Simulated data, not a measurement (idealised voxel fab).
Herein follows the process module entitled voxel wiring stack.
We display cut, a cross-section 260 nm in width whose square cells are each 5 nm.
Cross-section, as written here: a square-cell grid given band by band from the top down, where a band holds one or more rows of cells.
Band: top and bottom heights (nm) first, top before bottom; then materials from left to right, widths in nm. "everywhere" marks a sole material filling the band edge to edge. "air" denotes empty space.
We count height from 0. Below that, the starting wafer is all one material. The lowest band never ends at the bottom but goes on down; see "top 0, no bottom" for how that is written.
Width "30..40": first value at the band's top row of cells, second value at its bottom row, equal change from row to row.
The cross-section has no changed cell in any step marked "remains unaltered".
"Completely sealed voids" enumerates empty spaces isolated from the top, with no open way to it, that contain at least 8 cells, giving each as width x height at distance from the left edge, all three in nm.
Whatever follows a step's settings on its line is a remark the simulator itself makes about that step.
overlay nm: mask offset rightward from planned place, masked step; negative means leftward offset.
Quick note on how to read the rest: it's all pairs. You get the cross-section before a process step and the one after, but the after one only goes down as far as the lowest band that changed. The step in between, with its settings, sits under the pair. Heads up, the pairs can come from different runs of this module on the same starting wafer, so don't assume a pair picks up from the one above unless its "Pre-step profile" entry says it does.

# Pre-step profile
top 50, bottom 45: air (50), Ru (35), air (5), Ru (35), air (5), Ru (35), air (5), Ru (35), air (55)
top 45, bottom 20: lowk (55), TiN (5), Ru (15), TiN (5), lowk (15), TiN (5), Ru (15), TiN (5), lowk (15), TiN (5), Ru (15), TiN (5), lowk (15), TiN (5), Ru (15), TiN (5), lowk (60)
top 20, bottom 15: SiN (55), TiN (25), SiN (15), TiN (25), SiN (15), TiN (25), SiN (15), TiN (25), SiN (60)
top 15, bottom 0: SiO2 everywhere
top 0, no bottom: Si everywhere
Completely sealed voids: none

# State After Step
top 80, bottom 75: air (50), lowk (35), air (5), lowk (35), air (5), lowk (35), air (5), lowk (35), air (55)
top 75, bottom 50: lowk everywhere
top 50, bottom 45: lowk (50), Ru (35), lowk (5), Ru (35), lowk (5), Ru (35), lowk (5), Ru (35), lowk (55)
Nothing below the height 45 has changed.
Completely sealed voids: none
The step occurring between the two cross-sections depicted above is identified as DIRECTIONAL_DEP, material lowk, thk nm 30

Pre-step profile: starting point is the after cross-section of the pair just above.

# State After Step
top 85, bottom 80: SiCN everywhere
top 80, bottom 75: SiCN (50), lowk (35), SiCN (5), lowk (35), SiCN (5), lowk (35), SiCN (5), lowk (35), SiCN (55)
Nothing below the height 75 has changed.
Completely sealed voids: none
The step occurring between the two cross-sections depicted above is identified as FILL_DEP, material SiCN, thk nm 5

Pre-step profile: starting point is the after cross-section of the pair just above.

# State After Step
top 95, bottom 85: aC everywhere
Nothing below the height 85 has changed.
Completely sealed voids: none
The step occurring between the two cross-sections depicted above is identified as DIRECTIONAL_DEP, material aC, thk nm 10

Pre-step profile: starting point is the after cross-section of the pair just above.

# State After Step
top 120, bottom 95: resist (55), air (15), resist (25), air (15), resist (25), air (15), resist (25), air (15), resist (70)
Nothing below the height 95 has changed.
Completely sealed voids: none
The step occurring between the two cross-sections depicted above is identified as PATTERN, tone open, mask id METAL_2_HOLES, material resist, width nm 15, pitch nm 40, thk nm 25, overlay nm 0

Pre-step profile: starting point is the after cross-section of the pair just above.

# State After Step
top 110, bottom 95: resist (55), air (15), resist (25), air (15), resist (25), air (15), resist (25), air (15), resist (70)
top 95, bottom 85: aC (55), air (15), aC (25), air (15), aC (25), air (15), aC (25), air (15), aC (70)
Nothing below the height 85 has changed.
Completely sealed voids: none
The step occurring between the two cross-sections depicted above is identified as DIRECTIONAL_ETCH, etch materials aC, depth nm 10

Pre-step profile: starting point is the after cross-section of the pair just above.

# State After Step
top 95, bottom 85: aC (55), air (15), aC (25), air (15), aC (25), air (15), aC (25), air (15), aC (70)
Nothing below the height 85 has changed.
Completely sealed voids: none
The step occurring between the two cross-sections depicted above is identified as STRIP, etch materials resist

Pre-step profile: starting point is the after cross-section of the pair just above.

# State After Step
top 85, bottom 80: SiCN everywhere
Nothing below the height 80 has changed.
Completely sealed voids: none
The step occurring between the two cross-sections depicted above is identified as STRIP, etch materials aC

Pre-step profile: starting point is the after cross-section of the pair just above.

# State After Step
top 100, bottom 85: resist (55), air (25), resist (15), air (25), resist (15), air (25), resist (15), air (25), resist (60)
Nothing below the height 85 has changed.
Completely sealed voids: none
The step occurring between the two cross-sections depicted above is identified as PATTERN, tone open, mask id METAL_2, material resist, width nm 25, pitch nm 40, thk nm 15, overlay nm 0

Pre-step profile: starting point is the after cross-section of the pair just above.

# State After Step
top 100, bottom 85: resist (55), air (25), resist (15), air (25), resist (15), air (25), resist (15), air (25), resist (60)
top 85, bottom 80: SiCN (55), air (25), SiCN (15), air (25), SiCN (15), air (25), SiCN (15), air (25), SiCN (60)
Nothing below the height 80 has changed.
Completely sealed voids: none
The step occurring between the two cross-sections depicted above is identified as DIRECTIONAL_ETCH, etch materials SiCN, depth nm 5

Pre-step profile: starting point is the after cross-section of the pair just above.

# State After Step
top 85, bottom 80: SiCN (55), air (25), SiCN (15), air (25), SiCN (15), air (25), SiCN (15), air (25), SiCN (60)
Nothing below the height 80 has changed.
Completely sealed voids: none
The step occurring between the two cross-sections depicted above is identified as STRIP, etch materials resist

Pre-step profile: starting point is the after cross-section of the pair just above.

# State After Step
top 90, bottom 85: TiN (60), air (15), TiN (25), air (15), TiN (25), air (15), TiN (25), air (15), TiN (65)
top 85, bottom 80: SiCN (55), TiN (25), SiCN (15), TiN (25), SiCN (15), TiN (25), SiCN (15), TiN (25), SiCN (60)
Nothing below the height 80 has changed.
Completely sealed voids: none
The step occurring between the two cross-sections depicted above is identified as CONFORMAL_DEP, material TiN, thk nm 5

Pre-step profile: starting point is the after cross-section of the pair just above.

# State After Step
top 95, bottom 90: Cu everywhere
top 90, bottom 85: TiN (60), Cu (15), TiN (25), Cu (15), TiN (25), Cu (15), TiN (25), Cu (15), TiN (65)
Nothing below the height 85 has changed.
Completely sealed voids: none
The step occurring between the two cross-sections depicted above is identified as FILL_DEP, material Cu, thk nm 5

Pre-step profile: starting point is the after cross-section of the pair just above.

# State After Step
top 85, bottom 80: SiCN (55), TiN (25), SiCN (15), TiN (25), SiCN (15), TiN (25), SiCN (15), TiN (25), SiCN (60)
Nothing below the height 80 has changed.
Completely sealed voids: none
The step occurring between the two cross-sections depicted above is identified as CMP, height nm 85

Pre-step profile: starting point is the after cross-section of the pair just above.

# State After Step
top 90, bottom 85: SiN everywhere
Nothing below the height 85 has changed.
Completely sealed voids: none
The step occurring between the two cross-sections depicted above is identified as CONFORMAL_DEP, material SiN, thk nm 5

# Pre-step profile
top 85, bottom 75: lowk (55), TiN (5), Cu (15), TiN (5), lowk (15), TiN (5), Cu (15), TiN (5), lowk (15), TiN (5), Cu (15), TiN (5), lowk (15), TiN (5), Cu (15), TiN (5), lowk (60)
top 75, bottom 70: lowk (55), TiN (5), Cu (5), TiN (15), lowk (15), TiN (5), Cu (5), TiN (15), lowk (15), TiN (5), Cu (5), TiN (15), lowk (15), TiN (5), Cu (5), TiN (15), lowk (60)
top 70, bottom 55: lowk (55), TiN (5), Cu (5), TiN (5), lowk (25), TiN (5), Cu (5), TiN (5), lowk (25), TiN (5), Cu (5), TiN (5), lowk (25), TiN (5), Cu (5), TiN (5), lowk (70)
top 55, bottom 50: SiCN (55), TiN (15), SiCN (25), TiN (15), SiCN (25), TiN (15), SiCN (25), TiN (15), SiCN (70)
top 50, bottom 45: SiCN (50), Ru (35), SiCN (5), Ru (35), SiCN (5), Ru (35), SiCN (5), Ru (35), SiCN (55)
top 45, bottom 20: lowk (55), TiN (5), Ru (15), TiN (5), lowk (15), TiN (5), Ru (15), TiN (5), lowk (15), TiN (5), Ru (15), TiN (5), lowk (15), TiN (5), Ru (15), TiN (5), lowk (60)
top 20, bottom 15: SiN (55), TiN (25), SiN (15), TiN (25), SiN (15), TiN (25), SiN (15), TiN (25), SiN (60)
top 15, bottom 0: SiO2 everywhere
top 0, no bottom: Si everywhere
Completely sealed voids: none

# State After Step
top 100, bottom 85: SiN everywhere
Nothing below the height 85 has changed.
Completely sealed voids: none
The step occurring between the two cross-sections depicted above is identified as CONFORMAL_DEP, material SiN, thk nm 15

# Pre-step profile
top 85, bottom 55: lowk (55), air (15), lowk (25), air (15), lowk (25), air (15), lowk (25), air (15), lowk (70)
top 55, bottom 50: SiCN everywhere
top 50, bottom 45: SiCN (50), Ru (35), SiCN (5), Ru (35), SiCN (5), Ru (35), SiCN (5), Ru (35), SiCN (55)
top 45, bottom 20: lowk (55), TiN (5), Ru (15), TiN (5), lowk (15), TiN (5), Ru (15), TiN (5), lowk (15), TiN (5), Ru (15), TiN (5), lowk (15), TiN (5), Ru (15), TiN (5), lowk (60)
top 20, bottom 15: SiN (55), TiN (25), SiN (15), TiN (25), SiN (15), TiN (25), SiN (15), TiN (25), SiN (60)
top 15, bottom 0: SiO2 everywhere
top 0, no bottom: Si everywhere
Completely sealed voids: none

# State After Step
top 100, bottom 85: resist (60), air (20), resist (20), air (20), resist (20), air (20), resist (20), air (20), resist (60)
top 85, bottom 55: lowk (55), resist (5), air (10), lowk (25), resist (5), air (10), lowk (25), resist (5), air (10), lowk (25), resist (5), air (10), lowk (70)
Nothing below the height 55 has changed.
Completely sealed voids: none
The step occurring between the two cross-sections depicted above is identified as PATTERN, tone open, mask id METAL_2, material resist, width nm 20, pitch nm 40, thk nm 15, overlay nm 0

Pre-step profile: starting point is the after cross-section of the pair just above.

# State After Step
top 100, bottom 85: resist (60), air (20), resist (20), air (20), resist (20), air (20), resist (20), air (20), resist (60)
top 85, bottom 70: lowk (55), resist (5), air (20), lowk (15), resist (5), air (20), lowk (15), resist (5), air (20), lowk (15), resist (5), air (20), lowk (60)
Nothing below the height 70 has changed.
Completely sealed voids: none
The step occurring between the two cross-sections depicted above is identified as DIRECTIONAL_ETCH, etch materials lowk, depth nm 15

Pre-step profile: starting point is the after cross-section of the pair just above.

# State After Step
top 100, bottom 85: resist (60), air (20), resist (20), air (20), resist (20), air (20), resist (20), air (20), resist (60)
top 85, bottom 70: lowk (55), resist (5), air (20), lowk (15), resist (5), air (20), lowk (15), resist (5), air (20), lowk (15), resist (5), air (20), lowk (60)
top 70, bottom 55: lowk (55), resist (5), air (10), lowk (25), resist (5), air (10), lowk (25), resist (5), air (10), lowk (25), resist (5), air (10), lowk (70)
top 55, bottom 50: SiCN (60), air (10), SiCN (30), air (10), SiCN (30), air (10), SiCN (30), air (10), SiCN (70)
Nothing below the height 50 has changed.
Completely sealed voids: none
The step occurring between the two cross-sections depicted above is identified as DIRECTIONAL_ETCH, etch materials SiCN, depth nm 5

Pre-step profile: starting point is the after cross-section of the pair just above.

# State After Step
top 85, bottom 70: lowk (55), air (25), lowk (15), air (25), lowk (15), air (25), lowk (15), air (25), lowk (60)
top 70, bottom 55: lowk (55), air (15), lowk (25), air (15), lowk (25), air (15), lowk (25), air (15), lowk (70)
Nothing below the height 55 has changed.
Completely sealed voids: none
The step occurring between the two cross-sections depicted above is identified as STRIP, etch materials resist

Pre-step profile: starting point is the after cross-section of the pair just above.

# State After Step
top 90, bottom 85: TiN (60), air (15), TiN (25), air (15), TiN (25), air (15), TiN (25), air (15), TiN (65)
top 85, bottom 75: lowk (55), TiN (5), air (15), TiN (5), lowk (15), TiN (5), air (15), TiN (5), lowk (15), TiN (5), air (15), TiN (5), lowk (15), TiN (5), air (15), TiN (5), lowk (60)
top 75, bottom 70: lowk (55), TiN (5), air (5), TiN (15), lowk (15), TiN (5), air (5), TiN (15), lowk (15), TiN (5), air (5), TiN (15), lowk (15), TiN (5), air (5), TiN (15), lowk (60)
top 70, bottom 60: lowk (55), TiN (5), air (5), TiN (5), lowk (25), TiN (5), air (5), TiN (5), lowk (25), TiN (5), air (5), TiN (5), lowk (25), TiN (5), air (5), TiN (5), lowk (70)
top 60, bottom 55: lowk (55), TiN (15), lowk (25), TiN (15), lowk (25), TiN (15), lowk (25), TiN (15), lowk (70)
top 55, bottom 50: SiCN (60), TiN (10), SiCN (30), TiN (10), SiCN (30), TiN (10), SiCN (30), TiN (10), SiCN (70)
Nothing below the height 50 has changed.
Completely sealed voids: none
The step occurring between the two cross-sections depicted above is identified as CONFORMAL_DEP, material TiN, thk nm 5

Pre-step profile: starting point is the after cross-section of the pair just above.

# State After Step
top 95, bottom 90: Cu everywhere
top 90, bottom 85: TiN (60), Cu (15), TiN (25), Cu (15), TiN (25), Cu (15), TiN (25), Cu (15), TiN (65)
top 85, bottom 75: lowk (55), TiN (5), Cu (15), TiN (5), lowk (15), TiN (5), Cu (15), TiN (5), lowk (15), TiN (5), Cu (15), TiN (5), lowk (15), TiN (5), Cu (15), TiN (5), lowk (60)
top 75, bottom 70: lowk (55), TiN (5), Cu (5), TiN (15), lowk (15), TiN (5), Cu (5), TiN (15), lowk (15), TiN (5), Cu (5), TiN (15), lowk (15), TiN (5), Cu (5), TiN (15), lowk (60)
top 70, bottom 60: lowk (55), TiN (5), Cu (5), TiN (5), lowk (25), TiN (5), Cu (5), TiN (5), lowk (25), TiN (5), Cu (5), TiN (5), lowk (25), TiN (5), Cu (5), TiN (5), lowk (70)
Nothing below the height 60 has changed.
Completely sealed voids: none
The step occurring between the two cross-sections depicted above is identified as FILL_DEP, material Cu, thk nm 5

Pre-step profile: starting point is the after cross-section of the pair just above.

# State After Step
top 85, bottom 75: lowk (55), TiN (5), Cu (15), TiN (5), lowk (15), TiN (5), Cu (15), TiN (5), lowk (15), TiN (5), Cu (15), TiN (5), lowk (15), TiN (5), Cu (15), TiN (5), lowk (60)
Nothing below the height 75 has changed.
Completely sealed voids: none
The step occurring between the two cross-sections depicted above is identified as CMP, height nm 85

Pre-step profile: starting point is the after cross-section of the pair just above.

# State After Step
top 90, bottom 85: SiN everywhere
Nothing below the height 85 has changed.
Completely sealed voids: none
The step occurring between the two cross-sections depicted above is identified as CONFORMAL_DEP, material SiN, thk nm 5

# Pre-step profile
top 85, bottom 55: lowk (55), air (15), lowk (25), air (15), lowk (25), air (15), lowk (25), air (15), lowk (70)
top 55, bottom 50: SiCN everywhere
top 50, bottom 45: SiCN (50), Ru (35), SiCN (5), Ru (35), SiCN (5), Ru (35), SiCN (5), Ru (35), SiCN (55)
top 45, bottom 20: lowk (55), TiN (5), Ru (15), TiN (5), lowk (15), TiN (5), Ru (15), TiN (5), lowk (15), TiN (5), Ru (15), TiN (5), lowk (15), TiN (5), Ru (15), TiN (5), lowk (60)
top 20, bottom 15: SiN (55), TiN (25), SiN (15), TiN (25), SiN (15), TiN (25), SiN (15), TiN (25), SiN (60)
top 15, bottom 0: SiO2 everywhere
top 0, no bottom: Si everywhere
Completely sealed voids: none

# State After Step
top 100, bottom 85: resist (65), air (25), resist (15), air (25), resist (15), air (25), resist (15), air (25), resist (50)
top 85, bottom 55: lowk (55), resist (10), air (5), lowk (25), resist (10), air (5), lowk (25), resist (10), air (5), lowk (25), resist (10), air (5), lowk (70)
Nothing below the height 55 has changed.
Completely sealed voids: none
The step occurring between the two cross-sections depicted above is identified as PATTERN, tone open, mask id METAL_2, material resist, width nm 25, pitch nm 40, thk nm 15, overlay nm 10

Pre-step profile: starting point is the after cross-section of the pair just above.

# State After Step
top 100, bottom 85: resist (65), air (25), resist (15), air (25), resist (15), air (25), resist (15), air (25), resist (50)
top 85, bottom 70: lowk (55), resist (10), air (25), lowk (5), resist (10), air (25), lowk (5), resist (10), air (25), lowk (5), resist (10), air (25), lowk (50)
Nothing below the height 70 has changed.
Completely sealed voids: none
The step occurring between the two cross-sections depicted above is identified as DIRECTIONAL_ETCH, etch materials lowk, depth nm 15

Pre-step profile: starting point is the after cross-section of the pair just above.

# State After Step
top 100, bottom 85: resist (65), air (25), resist (15), air (25), resist (15), air (25), resist (15), air (25), resist (50)
top 85, bottom 70: lowk (55), resist (10), air (25), lowk (5), resist (10), air (25), lowk (5), resist (10), air (25), lowk (5), resist (10), air (25), lowk (50)
top 70, bottom 55: lowk (55), resist (10), air (5), lowk (25), resist (10), air (5), lowk (25), resist (10), air (5), lowk (25), resist (10), air (5), lowk (70)
top 55, bottom 50: SiCN (65), air (5), SiCN (35), air (5), SiCN (35), air (5), SiCN (35), air (5), SiCN (70)
Nothing below the height 50 has changed.
Completely sealed voids: none
The step occurring between the two cross-sections depicted above is identified as DIRECTIONAL_ETCH, etch materials SiCN, depth nm 5

Pre-step profile: starting point is the after cross-section of the pair just above.

# State After Step
top 85, bottom 70: lowk (55), air (35), lowk (5), air (35), lowk (5), air (35), lowk (5), air (35), lowk (50)
top 70, bottom 55: lowk (55), air (15), lowk (25), air (15), lowk (25), air (15), lowk (25), air (15), lowk (70)
Nothing below the height 55 has changed.
Completely sealed voids: none
The step occurring between the two cross-sections depicted above is identified as STRIP, etch materials resist

Pre-step profile: starting point is the after cross-section of the pair just above.

# State After Step
top 90, bottom 85: TiN (60), air (25), TiN (15), air (25), TiN (15), air (25), TiN (15), air (25), TiN (55)
top 85, bottom 75: lowk (55), TiN (5), air (25), TiN (5), lowk (5), TiN (5), air (25), TiN (5), lowk (5), TiN (5), air (25), TiN (5), lowk (5), TiN (5), air (25), TiN (5), lowk (50)
top 75, bottom 70: lowk (55), TiN (5), air (5), TiN (25), lowk (5), TiN (5), air (5), TiN (25), lowk (5), TiN (5), air (5), TiN (25), lowk (5), TiN (5), air (5), TiN (25), lowk (50)
top 70, bottom 60: lowk (55), TiN (5), air (5), TiN (5), lowk (25), TiN (5), air (5), TiN (5), lowk (25), TiN (5), air (5), TiN (5), lowk (25), TiN (5), air (5), TiN (5), lowk (70)
top 60, bottom 55: lowk (55), TiN (15), lowk (25), TiN (15), lowk (25), TiN (15), lowk (25), TiN (15), lowk (70)
top 55, bottom 50: SiCN (65), TiN (5), SiCN (35), TiN (5), SiCN (35), TiN (5), SiCN (35), TiN (5), SiCN (70)
Nothing below the height 50 has changed.
Completely sealed voids: none
The step occurring between the two cross-sections depicted above is identified as CONFORMAL_DEP, material TiN, thk nm 5

Pre-step profile: starting point is the after cross-section of the pair just above.

# State After Step
top 95, bottom 90: Cu everywhere
top 90, bottom 85: TiN (60), Cu (25), TiN (15), Cu (25), TiN (15), Cu (25), TiN (15), Cu (25), TiN (55)
top 85, bottom 75: lowk (55), TiN (5), Cu (25), TiN (5), lowk (5), TiN (5), Cu (25), TiN (5), lowk (5), TiN (5), Cu (25), TiN (5), lowk (5), TiN (5), Cu (25), TiN (5), lowk (50)
top 75, bottom 70: lowk (55), TiN (5), Cu (5), TiN (25), lowk (5), TiN (5), Cu (5), TiN (25), lowk (5), TiN (5), Cu (5), TiN (25), lowk (5), TiN (5), Cu (5), TiN (25), lowk (50)
top 70, bottom 60: lowk (55), TiN (5), Cu (5), TiN (5), lowk (25), TiN (5), Cu (5), TiN (5), lowk (25), TiN (5), Cu (5), TiN (5), lowk (25), TiN (5), Cu (5), TiN (5), lowk (70)
Nothing below the height 60 has changed.
Completely sealed voids: none
The step occurring between the two cross-sections depicted above is identified as FILL_DEP, material Cu, thk nm 5

Pre-step profile: starting point is the after cross-section of the pair just above.

# State After Step
top 85, bottom 75: lowk (55), TiN (5), Cu (25), TiN (5), lowk (5), TiN (5), Cu (25), TiN (5), lowk (5), TiN (5), Cu (25), TiN (5), lowk (5), TiN (5), Cu (25), TiN (5), lowk (50)
Nothing below the height 75 has changed.
Completely sealed voids: none
The step occurring between the two cross-sections depicted above is identified as CMP, height nm 85

Pre-step profile: starting point is the after cross-section of the pair just above.

# State After Step
top 90, bottom 85: SiN everywhere
Nothing below the height 85 has changed.
Completely sealed voids: none
The step occurring between the two cross-sections depicted above is identified as CONFORMAL_DEP, material SiN, thk nm 5

# Pre-step profile
top 90, bottom 85: TiN (60), air (15), TiN (25), air (15), TiN (25), air (15), TiN (25), air (15), TiN (65)
top 85, bottom 75: lowk (55), TiN (5), air (15), TiN (5), lowk (15), TiN (5), air (15), TiN (5), lowk (15), TiN (5), air (15), TiN (5), lowk (15), TiN (5), air (15), TiN (5), lowk (60)
top 75, bottom 70: lowk (55), TiN (5), air (5), TiN (15), lowk (15), TiN (5), air (5), TiN (15), lowk (15), TiN (5), air (5), TiN (15), lowk (15), TiN (5), air (5), TiN (15), lowk (60)
top 70, bottom 55: lowk (55), TiN (5), air (5), TiN (5), lowk (25), TiN (5), air (5), TiN (5), lowk (25), TiN (5), air (5), TiN (5), lowk (25), TiN (5), air (5), TiN (5), lowk (70)
top 55, bottom 50: SiCN (55), TiN (15), SiCN (25), TiN (15), SiCN (25), TiN (15), SiCN (25), TiN (15), SiCN (70)
top 50, bottom 45: SiCN (50), Ru (35), SiCN (5), Ru (35), SiCN (5), Ru (35), SiCN (5), Ru (35), SiCN (55)
top 45, bottom 20: lowk (55), TiN (5), Ru (15), TiN (5), lowk (15), TiN (5), Ru (15), TiN (5), lowk (15), TiN (5), Ru (15), TiN (5), lowk (15), TiN (5), Ru (15), TiN (5), lowk (60)
top 20, bottom 15: SiN (55), TiN (25), SiN (15), TiN (25), SiN (15), TiN (25), SiN (15), TiN (25), SiN (60)
top 15, bottom 0: SiO2 everywhere
top 0, no bottom: Si everywhere
Completely sealed voids: none

# State After Step
top 95, bottom 90: SiO2 everywhere
top 90, bottom 85: TiN (60), SiO2 (15), TiN (25), SiO2 (15), TiN (25), SiO2 (15), TiN (25), SiO2 (15), TiN (65)
top 85, bottom 75: lowk (55), TiN (5), SiO2 (15), TiN (5), lowk (15), TiN (5), SiO2 (15), TiN (5), lowk (15), TiN (5), SiO2 (15), TiN (5), lowk (15), TiN (5), SiO2 (15), TiN (5), lowk (60)
top 75, bottom 70: lowk (55), TiN (5), SiO2 (5), TiN (15), lowk (15), TiN (5), SiO2 (5), TiN (15), lowk (15), TiN (5), SiO2 (5), TiN (15), lowk (15), TiN (5), SiO2 (5), TiN (15), lowk (60)
top 70, bottom 55: lowk (55), TiN (5), SiO2 (5), TiN (5), lowk (25), TiN (5), SiO2 (5), TiN (5), lowk (25), TiN (5), SiO2 (5), TiN (5), lowk (25), TiN (5), SiO2 (5), TiN (5), lowk (70)
Nothing below the height 55 has changed.
Completely sealed voids: none
The step occurring between the two cross-sections depicted above is identified as FILL_DEP, material SiO2, thk nm 5

Pre-step profile: starting point is the after cross-section of the pair just above.

# State After Step
top 85, bottom 75: lowk (55), TiN (5), SiO2 (15), TiN (5), lowk (15), TiN (5), SiO2 (15), TiN (5), lowk (15), TiN (5), SiO2 (15), TiN (5), lowk (15), TiN (5), SiO2 (15), TiN (5), lowk (60)
Nothing below the height 75 has changed.
Completely sealed voids: none
The step occurring between the two cross-sections depicted above is identified as CMP, height nm 85

Pre-step profile: starting point is the after cross-section of the pair just above.

# State After Step
top 90, bottom 85: SiN everywhere
Nothing below the height 85 has changed.
Completely sealed voids: none
The step occurring between the two cross-sections depicted above is identified as CONFORMAL_DEP, material SiN, thk nm 5

# Pre-step profile
top 55, bottom 45: aC everywhere
top 45, bottom 20: lowk everywhere
top 20, bottom 15: SiN everywhere
top 15, bottom 0: SiO2 everywhere
top 0, no bottom: Si everywhere
Completely sealed voids: none

# State After Step
top 85, bottom 55: air (55), resist (25), air (15), resist (25), air (15), resist (25), air (15), resist (25), air (60)
Nothing below the height 55 has changed.
Completely sealed voids: none
The step occurring between the two cross-sections depicted above is identified as PATTERN, tone cover, mask id METAL_1, material resist, width nm 25, pitch nm 40, thk nm 30, overlay nm 0

Pre-step profile: starting point is the after cross-section of the pair just above.

# State After Step
top 75, bottom 55: air (55), resist (25), air (15), resist (25), air (15), resist (25), air (15), resist (25), air (60)
top 55, bottom 45: air (55), aC (25), air (15), aC (25), air (15), aC (25), air (15), aC (25), air (60)
Nothing below the height 45 has changed.
Completely sealed voids: none
The step occurring between the two cross-sections depicted above is identified as DIRECTIONAL_ETCH, etch materials aC, depth nm 10

Pre-step profile: starting point is the after cross-section of the pair just above.

# State After Step
top 55, bottom 45: air (55), aC (25), air (15), aC (25), air (15), aC (25), air (15), aC (25), air (60)
Nothing below the height 45 has changed.
Completely sealed voids: none
The step occurring between the two cross-sections depicted above is identified as STRIP, etch materials resist

Pre-step profile: starting point is the after cross-section of the pair just above.

# State After Step
top 55, bottom 45: air (55), aC (25), air (15), aC (25), air (15), aC (25), air (15), aC (25), air (60)
top 45, bottom 20: air (55), lowk (25), air (15), lowk (25), air (15), lowk (25), air (15), lowk (25), air (60)
Nothing below the height 20 has changed.
Completely sealed voids: none
The step occurring between the two cross-sections depicted above is identified as DIRECTIONAL_ETCH, etch materials lowk, depth nm 25

Pre-step profile: starting point is the after cross-section of the pair just above.

# State After Step
top 55, bottom 45: air (55), aC (25), air (15), aC (25), air (15), aC (25), air (15), aC (25), air (60)
top 45, bottom 20: air (55), lowk (25), air (15), lowk (25), air (15), lowk (25), air (15), lowk (25), air (60)
top 20, bottom 15: air (55), SiN (25), air (15), SiN (25), air (15), SiN (25), air (15), SiN (25), air (60)
Nothing below the height 15 has changed.
Completely sealed voids: none
The step occurring between the two cross-sections depicted above is identified as DIRECTIONAL_ETCH, etch materials SiN, depth nm 5

Pre-step profile: starting point is the after cross-section of the pair just above.

# State After Step
top 45, bottom 20: air (55), lowk (25), air (15), lowk (25), air (15), lowk (25), air (15), lowk (25), air (60)
Nothing below the height 20 has changed.
Completely sealed voids: none
The step occurring between the two cross-sections depicted above is identified as STRIP, etch materials aC

Pre-step profile: starting point is the after cross-section of the pair just above.

# State After Step
top 50, bottom 45: air (50), TiN (35), air (5), TiN (35), air (5), TiN (35), air (5), TiN (35), air (55)
top 45, bottom 20: air (50), TiN (5), lowk (25), TiN (5), air (5), TiN (5), lowk (25), TiN (5), air (5), TiN (5), lowk (25), TiN (5), air (5), TiN (5), lowk (25), TiN (5), air (55)
top 20, bottom 15: TiN (55), SiN (25), TiN (15), SiN (25), TiN (15), SiN (25), TiN (15), SiN (25), TiN (60)
Nothing below the height 15 has changed.
Completely sealed voids: none
The step occurring between the two cross-sections depicted above is identified as CONFORMAL_DEP, material TiN, thk nm 5

Pre-step profile: starting point is the after cross-section of the pair just above.

# State After Step
top 60, bottom 50: Ru everywhere
top 50, bottom 45: Ru (50), TiN (35), Ru (5), TiN (35), Ru (5), TiN (35), Ru (5), TiN (35), Ru (55)
top 45, bottom 20: Ru (50), TiN (5), lowk (25), TiN (5), Ru (5), TiN (5), lowk (25), TiN (5), Ru (5), TiN (5), lowk (25), TiN (5), Ru (5), TiN (5), lowk (25), TiN (5), Ru (55)
Nothing below the height 20 has changed.
Completely sealed voids: none
The step occurring between the two cross-sections depicted above is identified as FILL_DEP, material Ru, thk nm 10

Pre-step profile: starting point is the after cross-section of the pair just above.

# State After Step
top 45, bottom 20: Ru (50), TiN (5), lowk (25), TiN (5), Ru (5), TiN (5), lowk (25), TiN (5), Ru (5), TiN (5), lowk (25), TiN (5), Ru (5), TiN (5), lowk (25), TiN (5), Ru (55)
Nothing below the height 20 has changed.
Completely sealed voids: none
The step occurring between the two cross-sections depicted above is identified as CMP, height nm 45

Pre-step profile: starting point is the after cross-section of the pair just above.

# State After Step
top 50, bottom 45: Ru (60), air (15), Ru (25), air (15), Ru (25), air (15), Ru (25), air (15), Ru (65)
Nothing below the height 45 has changed.
Completely sealed voids: none
The step occurring between the two cross-sections depicted above is identified as EPI, material Ru, thk nm 5

Pre-step profile: starting point is the after cross-section of the pair just above.

# State After Step
top 55, bottom 50: SiCN everywhere
top 50, bottom 45: Ru (60), SiCN (15), Ru (25), SiCN (15), Ru (25), SiCN (15), Ru (25), SiCN (15), Ru (65)
Nothing below the height 45 has changed.
Completely sealed voids: none
The step occurring between the two cross-sections depicted above is identified as FILL_DEP, material SiCN, thk nm 5

Pre-step profile: starting point is the after cross-section of the pair just above.

# State After Step
top 85, bottom 55: lowk everywhere
Nothing below the height 55 has changed.
Completely sealed voids: none
The step occurring between the two cross-sections depicted above is identified as DIRECTIONAL_DEP, material lowk, thk nm 30

Pre-step profile: starting point is the after cross-section of the pair just above.

# State After Step
top 95, bottom 85: aC everywhere
Nothing below the height 85 has changed.
Completely sealed voids: none
The step occurring between the two cross-sections depicted above is identified as DIRECTIONAL_DEP, material aC, thk nm 10

Pre-step profile: starting point is the after cross-section of the pair just above.

# State After Step
top 120, bottom 95: resist (55), air (15), resist (25), air (15), resist (25), air (15), resist (25), air (15), resist (70)
Nothing below the height 95 has changed.
Completely sealed voids: none
The step occurring between the two cross-sections depicted above is identified as PATTERN, tone open, mask id METAL_2_HOLES, material resist, width nm 15, pitch nm 40, thk nm 25, overlay nm 0

Pre-step profile: starting point is the after cross-section of the pair just above.

# State After Step
top 110, bottom 95: resist (55), air (15), resist (25), air (15), resist (25), air (15), resist (25), air (15), resist (70)
top 95, bottom 85: aC (55), air (15), aC (25), air (15), aC (25), air (15), aC (25), air (15), aC (70)
Nothing below the height 85 has changed.
Completely sealed voids: none
The step occurring between the two cross-sections depicted above is identified as DIRECTIONAL_ETCH, etch materials aC, depth nm 10

Pre-step profile: starting point is the after cross-section of the pair just above.

# State After Step
top 95, bottom 85: aC (55), air (15), aC (25), air (15), aC (25), air (15), aC (25), air (15), aC (70)
Nothing below the height 85 has changed.
Completely sealed voids: none
The step occurring between the two cross-sections depicted above is identified as STRIP, etch materials resist

Pre-step profile: starting point is the after cross-section of the pair just above.

# State After Step
top 95, bottom 85: aC (55), air (15), aC (25), air (15), aC (25), air (15), aC (25), air (15), aC (70)
top 85, bottom 55: lowk (55), air (15), lowk (25), air (15), lowk (25), air (15), lowk (25), air (15), lowk (70)
Nothing below the height 55 has changed.
Completely sealed voids: none
The step occurring between the two cross-sections depicted above is identified as DIRECTIONAL_ETCH, etch materials lowk, depth nm 30

Pre-step profile: starting point is the after cross-section of the pair just above.

# State After Step
top 85, bottom 55: lowk (55), air (15), lowk (25), air (15), lowk (25), air (15), lowk (25), air (15), lowk (70)
Nothing below the height 55 has changed.
Completely sealed voids: none
The step occurring between the two cross-sections depicted above is identified as STRIP, etch materials aC
